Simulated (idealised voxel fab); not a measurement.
Documented hereafter: the process module known as voxel capacitor over wiring.
Pictured: cross-section cut, 175 nm wide, on a grid of 5 nm square cells.
Reading order for cross-sections: top band down to bottom band. Underlying form: a grid of square cells. Band size: one or more rows of cells. Band: top and bottom heights (nm) first, top before bottom; then materials from left to right, widths in nm. "throughout" marks a sole material filling the band edge to edge. "empty" denotes empty space. Heights are reckoned from 0. Under this level, the received wafer is all of one material. The bottommost band is open-ended downward, for example "0 -> down". It should be noted that a width expressed as "30 to 40" varies in equal increments from row to row of cells within the band, taking the value of the first number at the top row and that of the second number at the bottom row. It should be understood that the words "no modification", when stated for a given step, signify that the cross-section underwent no change in any of its cells during that step. If an empty space has no open way to the top and is at least 8 cells in size, "Unvented voids" lists it, written width x height at distance, where distance is measured from the left edge and every value is in nm. Where a step's line continues beyond its settings, the continuation is a remark by the simulator itself on that step. overlay nm: right-of-plan distance of the mask on a masked step; negative values mean left-of-plan. Each pair of cross-sections that follows straddles one process step: the one shows the state before the step, the other the state after it, down to the lowest band that changed and no further. The step in question, and its settings, are given under the pair. Note that a pair is not necessarily a continuation of the pair above it, since pairs can come from different runs of this module on the same starting wafer; it is a continuation only where its entry headed "Geometry before processing" says so.

**Geometry before processing**
> 0 -> down  Si throughout
> Unvented voids: none

**Resulting Cross-Section**
> 15 -> 0  SiO2 throughout
> Under the height 0 nothing was changed.
> Unvented voids: none
Step, before to after (see cross-sections above): CONFORMAL_DEP, material SiO2, thk nm 15

Geometry before processing: taken from the pair above, after panel.

**Resulting Cross-Section**
> 20 -> 15  TiN throughout
> Under the height 15 nothing was changed.
> Unvented voids: none
Step, before to after (see cross-sections above): DIRECTIONAL_DEP, material TiN, thk nm 5

Geometry before processing: taken from the pair above, after panel.

**Resulting Cross-Section**
> 40 -> 20  Ru throughout
> Under the height 20 nothing was changed.
> Unvented voids: none
Step, before to after (see cross-sections above): DIRECTIONAL_DEP, material Ru, thk nm 20

Geometry before processing: taken from the pair above, after panel.

**Resulting Cross-Section**
> 55 -> 40  empty=40, then resist=20, then empty=50, then resist=20, then empty=45
> Under the height 40 nothing was changed.
> Unvented voids: none
Step, before to after (see cross-sections above): PATTERN, tone cover, mask id METAL_1, material resist, width nm 20, pitch nm 70, thk nm 15, overlay nm 0

Geometry before processing: taken from the pair above, after panel.

**Resulting Cross-Section**
> 55 -> 40  empty=40, then resist=20, then empty=50, then resist=20, then empty=45
> 40 -> 20  empty=40, then Ru=20, then empty=50, then Ru=20, then empty=45
> Under the height 20 nothing was changed.
> Unvented voids: none
Step, before to after (see cross-sections above): DIRECTIONAL_ETCH, etch materials Ru, depth nm 20

Geometry before processing: taken from the pair above, after panel.

**Resulting Cross-Section**
> 55 -> 40  empty=40, then resist=20, then empty=50, then resist=20, then empty=45
> 40 -> 20  empty=40, then Ru=20, then empty=50, then Ru=20, then empty=45
> 20 -> 15  empty=40, then TiN=20, then empty=50, then TiN=20, then empty=45
> Under the height 15 nothing was changed.
> Unvented voids: none
Step, before to after (see cross-sections above): DIRECTIONAL_ETCH, etch materials TiN, depth nm 5

Geometry before processing: taken from the pair above, after panel.

**Resulting Cross-Section**
> 40 -> 20  empty=40, then Ru=20, then empty=50, then Ru=20, then empty=45
> Under the height 20 nothing was changed.
> Unvented voids: none
Step, before to after (see cross-sections above): STRIP, etch materials resist

Geometry before processing: taken from the pair above, after panel.

**Resulting Cross-Section**
> 50 -> 40  lowk throughout
> 40 -> 20  lowk=40, then Ru=20, then lowk=50, then Ru=20, then lowk=45
> 20 -> 15  lowk=40, then TiN=20, then lowk=50, then TiN=20, then lowk=45
> Under the height 15 nothing was changed.
> Unvented voids: none
Step, before to after (see cross-sections above): FILL_DEP, material lowk, thk nm 10

Geometry before processing: taken from the pair above, after panel.

**Resulting Cross-Section**
> 40 -> 20  lowk=40, then Ru=20, then lowk=50, then Ru=20, then lowk=45
> Under the height 20 nothing was changed.
> Unvented voids: none
Step, before to after (see cross-sections above): CMP, height nm 40

Geometry before processing: taken from the pair above, after panel.

**Resulting Cross-Section**
> 45 -> 40  SiCN throughout
> Under the height 40 nothing was changed.
> Unvented voids: none
Step, before to after (see cross-sections above): CONFORMAL_DEP, material SiCN, thk nm 5

Geometry before processing: taken from the pair above, after panel.

**Resulting Cross-Section**
> 65 -> 45  SiO2 throughout
> Under the height 45 nothing was changed.
> Unvented voids: none
Step, before to after (see cross-sections above): DIRECTIONAL_DEP, material SiO2, thk nm 20

Geometry before processing: taken from the pair above, after panel.

**Resulting Cross-Section**
> 85 -> 65  resist=45, then empty=15, then resist=115
> Under the height 65 nothing was changed.
> Unvented voids: none
Step, before to after (see cross-sections above): PATTERN, tone open, mask id PLUG_1, material resist, width nm 15, thk nm 20, overlay nm 0

Geometry before processing: taken from the pair above, after panel.

**Resulting Cross-Section**
> 85 -> 65  resist=45, then empty=15, then resist=115
> 65 -> 45  SiO2=45, then empty=15, then SiO2=115
> Under the height 45 nothing was changed.
> Unvented voids: none
Step, before to after (see cross-sections above): DIRECTIONAL_ETCH, etch materials SiO2, depth nm 20

Geometry before processing: taken from the pair above, after panel.

**Resulting Cross-Section**
> 85 -> 65  resist=45, then empty=15, then resist=115
> 65 -> 45  SiO2=45, then empty=15, then SiO2=115
> 45 -> 40  SiCN=45, then empty=15, then SiCN=115
> Under the height 40 nothing was changed.
> Unvented voids: none
Step, before to after (see cross-sections above): DIRECTIONAL_ETCH, etch materials SiCN, depth nm 5

Geometry before processing: taken from the pair above, after panel.

**Resulting Cross-Section**
> 65 -> 45  SiO2=45, then empty=15, then SiO2=115
> Under the height 45 nothing was changed.
> Unvented voids: none
Step, before to after (see cross-sections above): STRIP, etch materials resist

Geometry before processing: taken from the pair above, after panel.

**Resulting Cross-Section**
> 70 -> 65  TiN=50, then empty=5, then TiN=120
> 65 -> 45  SiO2=45, then TiN=5, then empty=5, then TiN=5, then SiO2=115
> 45 -> 40  SiCN=45, then TiN=15, then SiCN=115
> Under the height 40 nothing was changed.
> Unvented voids: none
Step, before to after (see cross-sections above): CONFORMAL_DEP, material TiN, thk nm 5

Geometry before processing: taken from the pair above, after panel.

**Resulting Cross-Section**
> 80 -> 70  Ru throughout
> 70 -> 65  TiN=50, then Ru=5, then TiN=120
> 65 -> 45  SiO2=45, then TiN=5, then Ru=5, then TiN=5, then SiO2=115
> Under the height 45 nothing was changed.
> Unvented voids: none
Step, before to after (see cross-sections above): FILL_DEP, material Ru, thk nm 10

Geometry before processing: taken from the pair above, after panel.

**Resulting Cross-Section**
> 65 -> 45  SiO2=45, then TiN=5, then Ru=5, then TiN=5, then SiO2=115
> Under the height 45 nothing was changed.
> Unvented voids: none
Step, before to after (see cross-sections above): CMP, height nm 65

Geometry before processing: taken from the pair above, after panel.

**Resulting Cross-Section**
> 70 -> 65  TiN throughout
> Under the height 65 nothing was changed.
> Unvented voids: none
Step, before to after (see cross-sections above): DIRECTIONAL_DEP, material TiN, thk nm 5

Geometry before processing: taken from the pair above, after panel.

**Resulting Cross-Section**
> 75 -> 70  SiN throughout
> Under the height 70 nothing was changed.
> Unvented voids: none
Step, before to after (see cross-sections above): DIRECTIONAL_DEP, material SiN, thk nm 5

Geometry before processing: taken from the pair above, after panel.

**Resulting Cross-Section**
> 80 -> 75  TiN throughout
> Under the height 75 nothing was changed.
> Unvented voids: none
Step, before to after (see cross-sections above): DIRECTIONAL_DEP, material TiN, thk nm 5

Geometry before processing: taken from the pair above, after panel.

**Resulting Cross-Section**
> 100 -> 80  empty=45, then resist=55, then empty=75
> Under the height 80 nothing was changed.
> Unvented voids: none
Step, before to after (see cross-sections above): PATTERN, tone cover, mask id UPPER_PLATE, material resist, width nm 55, thk nm 20, overlay nm 0

Geometry before processing: taken from the pair above, after panel.

**Resulting Cross-Section**
> 100 -> 80  empty=45, then resist=55, then empty=75
> 80 -> 75  empty=45, then TiN=55, then empty=75
> Under the height 75 nothing was changed.
> Unvented voids: none
Step, before to after (see cross-sections above): DIRECTIONAL_ETCH, etch materials TiN, depth nm 5

Geometry before processing: taken from the pair above, after panel.

**Resulting Cross-Section**
> 100 -> 80  empty=45, then resist=55, then empty=75
> 80 -> 75  empty=45, then TiN=55, then empty=75
> 75 -> 70  empty=45, then SiN=55, then empty=75
> Under the height 70 nothing was changed.
> Unvented voids: none
Step, before to after (see cross-sections above): DIRECTIONAL_ETCH, etch materials SiN, depth nm 5

Geometry before processing: taken from the pair above, after panel.

**Resulting Cross-Section**
> 80 -> 75  empty=45, then TiN=55, then empty=75
> Under the height 75 nothing was changed.
> Unvented voids: none
Step, before to after (see cross-sections above): STRIP, etch materials resist

Geometry before processing: taken from the pair above, after panel.

**Resulting Cross-Section**
> 80 -> 75  empty=45, then TiN=55, then empty=75
> 75 -> 70  empty=45, then SiN=55, then empty=75
> 70 -> 65  empty=40, then TiN=65, then empty=70
> Under the height 65 nothing was changed.
> Unvented voids: none
Step, before to after (see cross-sections above): MASKED_ETCH, tone cover, mask id LOWER_PLATE, width nm 65, etch materials TiN, depth nm 5, overlay nm 0

Geometry before processing: taken from the pair above, after panel.

**Resulting Cross-Section**
> 95 -> 80  SiO2 throughout
> 80 -> 75  SiO2=45, then TiN=55, then SiO2=75
> 75 -> 70  SiO2=45, then SiN=55, then SiO2=75
> 70 -> 65  SiO2=40, then TiN=65, then SiO2=70
> Under the height 65 nothing was changed.
> Unvented voids: none
Step, before to after (see cross-sections above): FILL_DEP, material SiO2, thk nm 15

Geometry before processing: taken from the pair above, after panel.

**Resulting Cross-Section**
> 90 -> 80  SiO2 throughout
> Under the height 80 nothing was changed.
> Unvented voids: none
Step, before to after (see cross-sections above): CMP, height nm 90

Geometry before processing: taken from the pair above, after panel.

**Resulting Cross-Section**
> 100 -> 90  aC throughout
> Under the height 90 nothing was changed.
> Unvented voids: none
Step, before to after (see cross-sections above): DIRECTIONAL_DEP, material aC, thk nm 10

Geometry before processing: taken from the pair above, after panel.

**Resulting Cross-Section**
> 125 -> 100  resist=55, then empty=15, then resist=105
> Under the height 100 nothing was changed.
> Unvented voids: none
Step, before to after (see cross-sections above): PATTERN, tone open, mask id PLUG_2, material resist, width nm 15, thk nm 25, overlay nm 0

Geometry before processing: taken from the pair above, after panel.

**Resulting Cross-Section**
> 115 -> 100  resist=55, then empty=15, then resist=105
> 100 -> 90  aC=55, then empty=15, then aC=105
> Under the height 90 nothing was changed.
> Unvented voids: none
Step, before to after (see cross-sections above): DIRECTIONAL_ETCH, etch materials aC, depth nm 10

Geometry before processing: taken from the pair above, after panel.

**Resulting Cross-Section**
> 100 -> 90  aC=55, then empty=15, then aC=105
> Under the height 90 nothing was changed.
> Unvented voids: none
Step, before to after (see cross-sections above): STRIP, etch materials resist

Geometry before processing: taken from the pair above, after panel.

**Resulting Cross-Section**
> 100 -> 90  aC=55, then empty=15, then aC=105
> 90 -> 80  SiO2=55, then empty=15, then SiO2=105
> Under the height 80 nothing was changed.
> Unvented voids: none
Step, before to after (see cross-sections above): DIRECTIONAL_ETCH, etch materials SiO2, depth nm 10

Geometry before processing: taken from the pair above, after panel.

**Resulting Cross-Section**
> 90 -> 80  SiO2=55, then empty=15, then SiO2=105
> Under the height 80 nothing was changed.
> Unvented voids: none
Step, before to after (see cross-sections above): STRIP, etch materials aC

Geometry before processing: taken from the pair above, after panel.

**Resulting Cross-Section**
> 95 -> 90  TiN=60, then empty=5, then TiN=110
> 90 -> 85  SiO2=55, then TiN=5, then empty=5, then TiN=5, then SiO2=105
> 85 -> 75  SiO2=55 to 45, then TiN=15 to 55, then SiO2=105 to 75
> Under the height 75 nothing was changed.
> Unvented voids: none
Step, before to after (see cross-sections above): CONFORMAL_DEP, material TiN, thk nm 5

Geometry before processing: taken from the pair above, after panel.

**Resulting Cross-Section**
> 100 -> 95  W throughout
> 95 -> 90  TiN=60, then W=5, then TiN=110
> 90 -> 85  SiO2=55, then TiN=5, then W=5, then TiN=5, then SiO2=105
> Under the height 85 nothing was changed.
> Unvented voids: none
Step, before to after (see cross-sections above): FILL_DEP, material W, thk nm 5

Geometry before processing: taken from the pair above, after panel.

**Resulting Cross-Section**
> 90 -> 85  SiO2=55, then TiN=5, then W=5, then TiN=5, then SiO2=105
> Under the height 85 nothing was changed.
> Unvented voids: none
Step, before to after (see cross-sections above): CMP, height nm 90

Geometry before processing: taken from the pair above, after panel.

**Resulting Cross-Section**
> 95 -> 90  SiCN throughout
> Under the height 90 nothing was changed.
> Unvented voids: none
Step, before to after (see cross-sections above): CONFORMAL_DEP, material SiCN, thk nm 5

**Geometry before processing**
> 80 -> 70  Ru throughout
> 70 -> 65  TiN=50, then Ru=5, then TiN=120
> 65 -> 45  SiO2=45, then TiN=5, then Ru=5, then TiN=5, then SiO2=115
> 45 -> 40  SiCN=45, then TiN=15, then SiCN=115
> 40 -> 20  lowk=40, then Ru=20, then lowk=50, then Ru=20, then lowk=45
> 20 -> 15  lowk=40, then TiN=20, then lowk=50, then TiN=20, then lowk=45
> 15 -> 0  SiO2 throughout
> 0 -> down  Si throughout
> Unvented voids: none

**Resulting Cross-Section**
> 85 -> 80  TiN throughout
> Under the height 80 nothing was changed.
> Unvented voids: none
Step, before to after (see cross-sections above): DIRECTIONAL_DEP, material TiN, thk nm 5

Geometry before processing: taken from the pair above, after panel.

**Resulting Cross-Section**
> 90 -> 85  SiN throughout
> Under the height 85 nothing was changed.
> Unvented voids: none
Step, before to after (see cross-sections above): DIRECTIONAL_DEP, material SiN, thk nm 5

Geometry before processing: taken from the pair above, after panel.

**Resulting Cross-Section**
> 95 -> 90  TiN throughout
> Under the height 90 nothing was changed.
> Unvented voids: none
Step, before to after (see cross-sections above): DIRECTIONAL_DEP, material TiN, thk nm 5

Geometry before processing: taken from the pair above, after panel.

**Resulting Cross-Section**
> 115 -> 95  empty=45, then resist=55, then empty=75
> Under the height 95 nothing was changed.
> Unvented voids: none
Step, before to after (see cross-sections above): PATTERN, tone cover, mask id UPPER_PLATE, material resist, width nm 55, thk nm 20, overlay nm 0

Geometry before processing: taken from the pair above, after panel.

**Resulting Cross-Section**
> 115 -> 95  empty=45, then resist=55, then empty=75
> 95 -> 90  empty=45, then TiN=55, then empty=75
> Under the height 90 nothing was changed.
> Unvented voids: none
Step, before to after (see cross-sections above): DIRECTIONAL_ETCH, etch materials TiN, depth nm 5

Geometry before processing: taken from the pair above, after panel.

**Resulting Cross-Section**
> 115 -> 95  empty=45, then resist=55, then empty=75
> 95 -> 90  empty=45, then TiN=55, then empty=75
> 90 -> 85  empty=45, then SiN=55, then empty=75
> Under the height 85 nothing was changed.
> Unvented voids: none
Step, before to after (see cross-sections above): DIRECTIONAL_ETCH, etch materials SiN, depth nm 5

Geometry before processing: taken from the pair above, after panel.

**Resulting Cross-Section**
> 95 -> 90  empty=45, then TiN=55, then empty=75
> Under the height 90 nothing was changed.
> Unvented voids: none
Step, before to after (see cross-sections above): STRIP, etch materials resist

Geometry before processing: taken from the pair above, after panel.

**Resulting Cross-Section**
> 95 -> 90  empty=45, then TiN=55, then empty=75
> 90 -> 85  empty=45, then SiN=55, then empty=75
> 85 -> 80  empty=40, then TiN=65, then empty=70
> Under the height 80 nothing was changed.
> Unvented voids: none
Step, before to after (see cross-sections above): MASKED_ETCH, tone cover, mask id LOWER_PLATE, width nm 65, etch materials TiN, depth nm 5, overlay nm 0

Geometry before processing: taken from the pair above, after panel.

**Resulting Cross-Section**
> 110 -> 95  SiO2 throughout
> 95 -> 90  SiO2=45, then TiN=55, then SiO2=75
> 90 -> 85  SiO2=45, then SiN=55, then SiO2=75
> 85 -> 80  SiO2=40, then TiN=65, then SiO2=70
> Under the height 80 nothing was changed.
> Unvented voids: none
Step, before to after (see cross-sections above): FILL_DEP, material SiO2, thk nm 15

Geometry before processing: taken from the pair above, after panel.

**Resulting Cross-Section**
> 90 -> 85  SiO2=45, then SiN=55, then SiO2=75
> Under the height 85 nothing was changed.
> Unvented voids: none
Step, before to after (see cross-sections above): CMP, height nm 90

Geometry before processing: taken from the pair above, after panel.

**Resulting Cross-Section**
> 100 -> 90  aC throughout
> Under the height 90 nothing was changed.
> Unvented voids: none
Step, before to after (see cross-sections above): DIRECTIONAL_DEP, material aC, thk nm 10

Geometry before processing: taken from the pair above, after panel.

**Resulting Cross-Section**
> 125 -> 100  resist=55, then empty=15, then resist=105
> Under the height 100 nothing was changed.
> Unvented voids: none
Step, before to after (see cross-sections above): PATTERN, tone open, mask id PLUG_2, material resist, width nm 15, thk nm 25, overlay nm 0

Geometry before processing: taken from the pair above, after panel.

**Resulting Cross-Section**
> 115 -> 100  resist=55, then empty=15, then resist=105
> 100 -> 90  aC=55, then empty=15, then aC=105
> Under the height 90 nothing was changed.
> Unvented voids: none
Step, before to after (see cross-sections above): DIRECTIONAL_ETCH, etch materials aC, depth nm 10

Geometry before processing: taken from the pair above, after panel.

**Resulting Cross-Section**
> 100 -> 90  aC=55, then empty=15, then aC=105
> Under the height 90 nothing was changed.
> Unvented voids: none
Step, before to after (see cross-sections above): STRIP, etch materials resist

Geometry before processing: taken from the pair above, after panel.

**Resulting Cross-Section**
> 90 -> 85  SiO2=45, then SiN=55, then SiO2=75
> Under the height 85 nothing was changed.
> Unvented voids: none
Step, before to after (see cross-sections above): STRIP, etch materials aC

Geometry before processing: taken from the pair above, after panel.

**Resulting Cross-Section**
> 95 -> 90  TiN throughout
> Under the height 90 nothing was changed.
> Unvented voids: none
Step, before to after (see cross-sections above): CONFORMAL_DEP, material TiN, thk nm 5

Geometry before processing: taken from the pair above, after panel.

**Resulting Cross-Section**
> 100 -> 95  W throughout
> Under the height 95 nothing was changed.
> Unvented voids: none
Step, before to after (see cross-sections above): FILL_DEP, material W, thk nm 5

Geometry before processing: taken from the pair above, after panel.

**Resulting Cross-Section**
> 90 -> 85  SiO2=45, then SiN=55, then SiO2=75
> Under the height 85 nothing was changed.
> Unvented voids: none
Step, before to after (see cross-sections above): CMP, height nm 90

Geometry before processing: taken from the pair above, after panel.

**Resulting Cross-Section**
> 95 -> 90  SiCN throughout
> Under the height 90 nothing was changed.
> Unvented voids: none
Step, before to after (see cross-sections above): CONFORMAL_DEP, material SiCN, thk nm 5

**Geometry before processing**
> 15 -> 0  SiO2 throughout
> 0 -> down  Si throughout
> Unvented voids: none

**Resulting Cross-Section**
> 30 -> 0  SiO2 throughout
> Under the height 0 nothing was changed.
> Unvented voids: none
Step, before to after (see cross-sections above): CONFORMAL_DEP, material SiO2, thk nm 15

Geometry before processing: taken from the pair above, after panel.

**Resulting Cross-Section**
> 35 -> 30  TiN throughout
> Under the height 30 nothing was changed.
> Unvented voids: none
Step, before to after (see cross-sections above): DIRECTIONAL_DEP, material TiN, thk nm 5

Geometry before processing: taken from the pair above, after panel.

**Resulting Cross-Section**
> 55 -> 35  Ru throughout
> Under the height 35 nothing was changed.
> Unvented voids: none
Step, before to after (see cross-sections above): DIRECTIONAL_DEP, material Ru, thk nm 20

Geometry before processing: taken from the pair above, after panel.

**Resulting Cross-Section**
> 70 -> 55  empty=40, then resist=20, then empty=50, then resist=20, then empty=45
> Under the height 55 nothing was changed.
> Unvented voids: none
Step, before to after (see cross-sections above): PATTERN, tone cover, mask id METAL_1, material resist, width nm 20, pitch nm 70, thk nm 15, overlay nm 0

Geometry before processing: taken from the pair above, after panel.

**Resulting Cross-Section**
> 70 -> 55  empty=40, then resist=20, then empty=50, then resist=20, then empty=45
> 55 -> 35  empty=40, then Ru=20, then empty=50, then Ru=20, then empty=45
> Under the height 35 nothing was changed.
> Unvented voids: none
Step, before to after (see cross-sections above): DIRECTIONAL_ETCH, etch materials Ru, depth nm 20

Geometry before processing: taken from the pair above, after panel.

**Resulting Cross-Section**
> 70 -> 55  empty=40, then resist=20, then empty=50, then resist=20, then empty=45
> 55 -> 35  empty=40, then Ru=20, then empty=50, then Ru=20, then empty=45
> 35 -> 30  empty=40, then TiN=20, then empty=50, then TiN=20, then empty=45
> Under the height 30 nothing was changed.
> Unvented voids: none
Step, before to after (see cross-sections above): DIRECTIONAL_ETCH, etch materials TiN, depth nm 5

Geometry before processing: taken from the pair above, after panel.

**Resulting Cross-Section**
> 55 -> 35  empty=40, then Ru=20, then empty=50, then Ru=20, then empty=45
> Under the height 35 nothing was changed.
> Unvented voids: none
Step, before to after (see cross-sections above): STRIP, etch materials resist

Geometry before processing: taken from the pair above, after panel.

**Resulting Cross-Section**
> 65 -> 55  lowk throughout
> 55 -> 35  lowk=40, then Ru=20, then lowk=50, then Ru=20, then lowk=45
> 35 -> 30  lowk=40, then TiN=20, then lowk=50, then TiN=20, then lowk=45
> Under the height 30 nothing was changed.
> Unvented voids: none
Step, before to after (see cross-sections above): FILL_DEP, material lowk, thk nm 10

Geometry before processing: taken from the pair above, after panel.

**Resulting Cross-Section**
> 40 -> 35  lowk=40, then Ru=20, then lowk=50, then Ru=20, then lowk=45
> Under the height 35 nothing was changed.
> Unvented voids: none
Step, before to after (see cross-sections above): CMP, height nm 40

Geometry before processing: taken from the pair above, after panel.

**Resulting Cross-Section**
> 45 -> 40  SiCN throughout
> Under the height 40 nothing was changed.
> Unvented voids: none
Step, before to after (see cross-sections above): CONFORMAL_DEP, material SiCN, thk nm 5

Geometry before processing: taken from the pair above, after panel.

**Resulting Cross-Section**
> 65 -> 45  SiO2 throughout
> Under the height 45 nothing was changed.
> Unvented voids: none
Step, before to after (see cross-sections above): DIRECTIONAL_DEP, material SiO2, thk nm 20

Geometry before processing: taken from the pair above, after panel.

**Resulting Cross-Section**
> 85 -> 65  resist=45, then empty=15, then resist=115
> Under the height 65 nothing was changed.
> Unvented voids: none
Step, before to after (see cross-sections above): PATTERN, tone open, mask id PLUG_1, material resist, width nm 15, thk nm 20, overlay nm 0

Geometry before processing: taken from the pair above, after panel.

**Resulting Cross-Section**
> 85 -> 65  resist=45, then empty=15, then resist=115
> 65 -> 45  SiO2=45, then empty=15, then SiO2=115
> Under the height 45 nothing was changed.
> Unvented voids: none
Step, before to after (see cross-sections above): DIRECTIONAL_ETCH, etch materials SiO2, depth nm 20

Geometry before processing: taken from the pair above, after panel.

**Resulting Cross-Section**
> 85 -> 65  resist=45, then empty=15, then resist=115
> 65 -> 45  SiO2=45, then empty=15, then SiO2=115
> 45 -> 40  SiCN=45, then empty=15, then SiCN=115
> Under the height 40 nothing was changed.
> Unvented voids: none
Step, before to after (see cross-sections above): DIRECTIONAL_ETCH, etch materials SiCN, depth nm 5

Geometry before processing: taken from the pair above, after panel.

**Resulting Cross-Section**
> 65 -> 45  SiO2=45, then empty=15, then SiO2=115
> Under the height 45 nothing was changed.
> Unvented voids: none
Step, before to after (see cross-sections above): STRIP, etch materials resist

Geometry before processing: taken from the pair above, after panel.

**Resulting Cross-Section**
> 70 -> 65  TiN=50, then empty=5, then TiN=120
> 65 -> 45  SiO2=45, then TiN=5, then empty=5, then TiN=5, then SiO2=115
> 45 -> 40  SiCN=45, then TiN=15, then SiCN=115
> Under the height 40 nothing was changed.
> Unvented voids: none
Step, before to after (see cross-sections above): CONFORMAL_DEP, material TiN, thk nm 5

Geometry before processing: taken from the pair above, after panel.

**Resulting Cross-Section**
> 80 -> 70  Ru throughout
> 70 -> 65  TiN=50, then Ru=5, then TiN=120
> 65 -> 45  SiO2=45, then TiN=5, then Ru=5, then TiN=5, then SiO2=115
> Under the height 45 nothing was changed.
> Unvented voids: none
Step, before to after (see cross-sections above): FILL_DEP, material Ru, thk nm 10

Geometry before processing: taken from the pair above, after panel.

**Resulting Cross-Section**
> 65 -> 45  SiO2=45, then TiN=5, then Ru=5, then TiN=5, then SiO2=115
> Under the height 45 nothing was changed.
> Unvented voids: none
Step, before to after (see cross-sections above): CMP, height nm 65

Geometry before processing: taken from the pair above, after panel.

**Resulting Cross-Section**
> 70 -> 65  TiN throughout
> Under the height 65 nothing was changed.
> Unvented voids: none
Step, before to after (see cross-sections above): DIRECTIONAL_DEP, material TiN, thk nm 5

Geometry before processing: taken from the pair above, after panel.

**Resulting Cross-Section**
> 75 -> 70  SiN throughout
> Under the height 70 nothing was changed.
> Unvented voids: none
Step, before to after (see cross-sections above): DIRECTIONAL_DEP, material SiN, thk nm 5

Geometry before processing: taken from the pair above, after panel.

**Resulting Cross-Section**
> 80 -> 75  TiN throughout
> Under the height 75 nothing was changed.
> Unvented voids: none
Step, before to after (see cross-sections above): DIRECTIONAL_DEP, material TiN, thk nm 5

Geometry before processing: taken from the pair above, after panel.

**Resulting Cross-Section**
> 100 -> 80  empty=45, then resist=55, then empty=75
> Under the height 80 nothing was changed.
> Unvented voids: none
Step, before to after (see cross-sections above): PATTERN, tone cover, mask id UPPER_PLATE, material resist, width nm 55, thk nm 20, overlay nm 0

Geometry before processing: taken from the pair above, after panel.

**Resulting Cross-Section**
> 100 -> 80  empty=45, then resist=55, then empty=75
> 80 -> 75  empty=45, then TiN=55, then empty=75
> Under the height 75 nothing was changed.
> Unvented voids: none
Step, before to after (see cross-sections above): DIRECTIONAL_ETCH, etch materials TiN, depth nm 5

Geometry before processing: taken from the pair above, after panel.

**Resulting Cross-Section**
> 100 -> 80  empty=45, then resist=55, then empty=75
> 80 -> 75  empty=45, then TiN=55, then empty=75
> 75 -> 70  empty=45, then SiN=55, then empty=75
> Under the height 70 nothing was changed.
> Unvented voids: none
Step, before to after (see cross-sections above): DIRECTIONAL_ETCH, etch materials SiN, depth nm 5

Geometry before processing: taken from the pair above, after panel.

**Resulting Cross-Section**
> 80 -> 75  empty=45, then TiN=55, then empty=75
> Under the height 75 nothing was changed.
> Unvented voids: none
Step, before to after (see cross-sections above): STRIP, etch materials resist

Geometry before processing: taken from the pair above, after panel.

**Resulting Cross-Section**
> 80 -> 75  empty=45, then TiN=55, then empty=75
> 75 -> 70  empty=45, then SiN=55, then empty=75
> 70 -> 65  empty=40, then TiN=65, then empty=70
> Under the height 65 nothing was changed.
> Unvented voids: none
Step, before to after (see cross-sections above): MASKED_ETCH, tone cover, mask id LOWER_PLATE, width nm 65, etch materials TiN, depth nm 5, overlay nm 0

Geometry before processing: taken from the pair above, after panel.

**Resulting Cross-Section**
> 95 -> 80  SiO2 throughout
> 80 -> 75  SiO2=45, then TiN=55, then SiO2=75
> 75 -> 70  SiO2=45, then SiN=55, then SiO2=75
> 70 -> 65  SiO2=40, then TiN=65, then SiO2=70
> Under the height 65 nothing was changed.
> Unvented voids: none
Step, before to after (see cross-sections above): FILL_DEP, material SiO2, thk nm 15

Geometry before processing: taken from the pair above, after panel.

**Resulting Cross-Section**
> 90 -> 80  SiO2 throughout
> Under the height 80 nothing was changed.
> Unvented voids: none
Step, before to after (see cross-sections above): CMP, height nm 90

Geometry before processing: taken from the pair above, after panel.

**Resulting Cross-Section**
> 100 -> 90  aC throughout
> Under the height 90 nothing was changed.
> Unvented voids: none
Step, before to after (see cross-sections above): DIRECTIONAL_DEP, material aC, thk nm 10

Geometry before processing: taken from the pair above, after panel.

**Resulting Cross-Section**
> 125 -> 100  resist=55, then empty=15, then resist=105
> Under the height 100 nothing was changed.
> Unvented voids: none
Step, before to after (see cross-sections above): PATTERN, tone open, mask id PLUG_2, material resist, width nm 15, thk nm 25, overlay nm 0

Geometry before processing: taken from the pair above, after panel.

**Resulting Cross-Section**
> 115 -> 100  resist=55, then empty=15, then resist=105
> 100 -> 90  aC=55, then empty=15, then aC=105
> Under the height 90 nothing was changed.
> Unvented voids: none
Step, before to after (see cross-sections above): DIRECTIONAL_ETCH, etch materials aC, depth nm 10

Geometry before processing: taken from the pair above, after panel.

**Resulting Cross-Section**
> 100 -> 90  aC=55, then empty=15, then aC=105
> Under the height 90 nothing was changed.
> Unvented voids: none
Step, before to after (see cross-sections above): STRIP, etch materials resist

Geometry before processing: taken from the pair above, after panel.

**Resulting Cross-Section**
> 100 -> 90  aC=55, then empty=15, then aC=105
> 90 -> 80  SiO2=55, then empty=15, then SiO2=105
> Under the height 80 nothing was changed.
> Unvented voids: none
Step, before to after (see cross-sections above): DIRECTIONAL_ETCH, etch materials SiO2, depth nm 10

Geometry before processing: taken from the pair above, after panel.

**Resulting Cross-Section**
> 90 -> 80  SiO2=55, then empty=15, then SiO2=105
> Under the height 80 nothing was changed.
> Unvented voids: none
Step, before to after (see cross-sections above): STRIP, etch materials aC

Geometry before processing: taken from the pair above, after panel.

**Resulting Cross-Section**
> 95 -> 90  TiN=60, then empty=5, then TiN=110
> 90 -> 85  SiO2=55, then TiN=5, then empty=5, then TiN=5, then SiO2=105
> 85 -> 75  SiO2=55 to 45, then TiN=15 to 55, then SiO2=105 to 75
> Under the height 75 nothing was changed.
> Unvented voids: none
Step, before to after (see cross-sections above): CONFORMAL_DEP, material TiN, thk nm 5

Geometry before processing: taken from the pair above, after panel.

**Resulting Cross-Section**
> 100 -> 95  W throughout
> 95 -> 90  TiN=60, then W=5, then TiN=110
> 90 -> 85  SiO2=55, then TiN=5, then W=5, then TiN=5, then SiO2=105
> Under the height 85 nothing was changed.
> Unvented voids: none
Step, before to after (see cross-sections above): FILL_DEP, material W, thk nm 5

Geometry before processing: taken from the pair above, after panel.

**Resulting Cross-Section**
> 90 -> 85  SiO2=55, then TiN=5, then W=5, then TiN=5, then SiO2=105
> Under the height 85 nothing was changed.
> Unvented voids: none
Step, before to after (see cross-sections above): CMP, height nm 90

Geometry before processing: taken from the pair above, after panel.

**Resulting Cross-Section**
> 95 -> 90  SiCN throughout
> Under the height 90 nothing was changed.
> Unvented voids: none
Step, before to after (see cross-sections above): CONFORMAL_DEP, material SiCN, thk nm 5

**Geometry before processing**
> 40 -> 20  lowk=40, then Ru=20, then lowk=50, then Ru=20, then lowk=45
> 20 -> 15  lowk=40, then TiN=20, then lowk=50, then TiN=20, then lowk=45
> 15 -> 0  SiO2 throughout
> 0 -> down  Si throughout
> Unvented voids: none

**Resulting Cross-Section**
> 60 -> 40  SiO2 throughout
> Under the height 40 nothing was changed.
> Unvented voids: none
Step, before to after (see cross-sections above): DIRECTIONAL_DEP, material SiO2, thk nm 20

Geometry before processing: taken from the pair above, after panel.

**Resulting Cross-Section**
> 65 -> 60  SiCN throughout
> Under the height 60 nothing was changed.
> Unvented voids: none
Step, before to after (see cross-sections above): CONFORMAL_DEP, material SiCN, thk nm 5
